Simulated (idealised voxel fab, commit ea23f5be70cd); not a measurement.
The process module presented herein is designated voxel fin reveal.
Square cells of 5 nm make up the cross-section cut, whose width is 160 nm.
Each cross-section below is a grid of square cells, stated as bands in top-down order, with one or more rows of cells making up each band. The band entry comprises the height of the band's top followed by the height of its bottom, expressed in nm, and subsequently the band's materials from left to right, each stated together with its width in nm. Where a single material is marked with the word "full width", that material fills the band from edge to edge. The word "empty" represents empty space. Heads up on the height convention: 0 is the point under which the incoming wafer is all one material, and the lowest band has no bottom, it just keeps going down, like "0 down". Top row gets the first number, bottom row gets the second, and each row in between changes by the same step: that is how a band width like "30->40" works. Step marked "nothing different"? Then no cell in the cross-section changed in it. Enclosed voids (no open way to top), threshold 8 cells or more, entry "Sealed void inventory", notation width x height at distance, distance from left edge, nm. Whatever follows a step's settings on its line is a remark the simulator itself makes about that step. A step's line can hold "overlay nm"; with a mask on that step, the setting says how far right of the planned place the mask lay, while a negative setting says it lay to the left.

So here's the lineup of process steps we planned
1) RECEIVE (material Si)
2) CONFORMAL_DEP (material SiN; thk nm 5)
3) DIRECTIONAL_DEP (material aC; thk nm 15)
4) PATTERN (tone cover; mask id FINS; material resist; width nm 15; pitch nm 35; thk nm 35; overlay nm 0)
5) DIRECTIONAL_ETCH (etch materials aC; depth nm 15)
6) STRIP (etch materials resist)
7) DIRECTIONAL_ETCH (etch materials SiN; depth nm 5)
8) DIRECTIONAL_ETCH (etch materials Si; depth nm 30)
9) STRIP (etch materials aC)
10) OXIDIZE (depth nm 5)
11) FILL_DEP (material SiO2; thk nm 10)
12) CMP (height nm 5)
13) SELECTIVE_ETCH (etch materials SiO2; depth nm 15)
14) STRIP (etch materials SiN)
15) CONFORMAL_DEP (material SiO2; thk nm 5)

So this is the incoming wafer in cross-section - it's already been through step 1
	0 down = Si full width
	Sealed void inventory: none

Looking at the first of two wafers in cross-section at end of module - ran to plan
	5 to 0 = 20 empty  15 SiO2  20 empty  15 SiO2  20 empty  15 SiO2  20 empty  15 SiO2  20 empty
	0 to -5 = 20 empty  5 SiO2  5 Si  5 SiO2  20 empty  5 SiO2  5 Si  5 SiO2  20 empty  5 SiO2  5 Si  5 SiO2  20 empty  5 SiO2  5 Si  5 SiO2  20 empty
	-5 to -35 = 25 SiO2  5 Si  30 SiO2  5 Si  30 SiO2  5 Si  30 SiO2  5 Si  25 SiO2
	-35 down = Si full width
	Sealed void inventory: none

Module end: cross-section of wafer two of two. Same start and process plan as the first wafer. One mistake during execution
	15 to 5 = 10 empty  140 SiO2  10 empty
	5 to 0 = SiO2 full width
	0 to -35 = 25 SiO2  5 Si  30 SiO2  5 Si  30 SiO2  5 Si  30 SiO2  5 Si  25 SiO2
	-35 down = Si full width
	Sealed void inventory: none
Error vs. plan: off-plan run, step 15, actual operation and settings CONFORMAL_DEP (material SiO2; thk nm 15)
The closing comparison, in cells, has the second wafer with more or fewer of some materials than the first: SiO2: 96 more
